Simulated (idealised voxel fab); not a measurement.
The process module that follows is named voxel ribs on slabs.
It is cross-section cut that appears here, measuring 240 nm in width, its square cells being 5 nm in size.
Cross-section format: a grid of square cells, given as bands from top to bottom; each band is one or more rows of cells.
Band: top and bottom heights (nm) first, top before bottom; then materials from left to right, widths in nm. "edge to edge" marks a sole material filling the band edge to edge. "air" denotes empty space.
Height reference: 0 = level under which incoming wafer is all one material. Lowest band: no bottom, runs on downward, e.g. "0 and below".
A width such as "30..40" changes by the same amount from each row of cells to the next, from the band's top row to its bottom row.
Take "nothing changed" at face value: in the step it is given for, the cross-section changed in none of its cells.
Empty spaces counting at least 8 cells and having no open way to the top are listed in "Listed closed voids". The notation width x height at distance is used for each, the distance being from the left edge and all three values in nm.
Step line, after settings: the simulator's comment on this step.
overlay nm: mask offset rightward from planned place, masked step; negative means leftward offset.
Below is the list of planned process steps:
1. RECEIVE [material Si]
2. DIRECTIONAL_DEP [material SiO2] [thk nm 30]
3. DIRECTIONAL_DEP [material SiN] [thk nm 20]
4. MASKED_ETCH [tone cover] [mask id RIB] [width nm 30] [etch materials SiN] [depth nm 10] [overlay nm 0]
5. PATTERN [tone cover] [mask id SLAB] [material resist] [width nm 70] [thk nm 15] [overlay nm 0]
6. DIRECTIONAL_ETCH [etch materials SiN] [depth nm 10]
7. STRIP [etch materials resist]
8. FILL_DEP [material SiO2] [thk nm 25]
9. CMP [height nm 65]
10. DIRECTIONAL_DEP [material TiN] [thk nm 5]
11. MASKED_ETCH [tone cover] [mask id HEATER] [width nm 40] [etch materials TiN] [depth nm 5] [overlay nm 0]
12. CONFORMAL_DEP [material SiN] [thk nm 10]
Cross-section of the wafer as it came to us, i.e., already through step 1:
0 and below  Si edge to edge
Listed closed voids: none
Same starting wafer, same plan as above, one mistake in the execution; this is the cross-section at the end of the module:
85 down to 80  85 air, 70 SiN, 85 air
80 down to 70  SiN edge to edge
70 down to 65  100 SiN, 40 TiN, 100 SiN
65 down to 50  SiO2 edge to edge
50 down to 40  105 SiO2, 30 SiN, 105 SiO2
40 down to 30  85 SiO2, 70 SiN, 85 SiO2
30 down to 0  SiO2 edge to edge
0 and below  Si edge to edge
Listed closed voids: none
what went wrong: the process deviated at step 12: the operation and settings actually run there were CONFORMAL_DEP [material SiN] [thk nm 15]
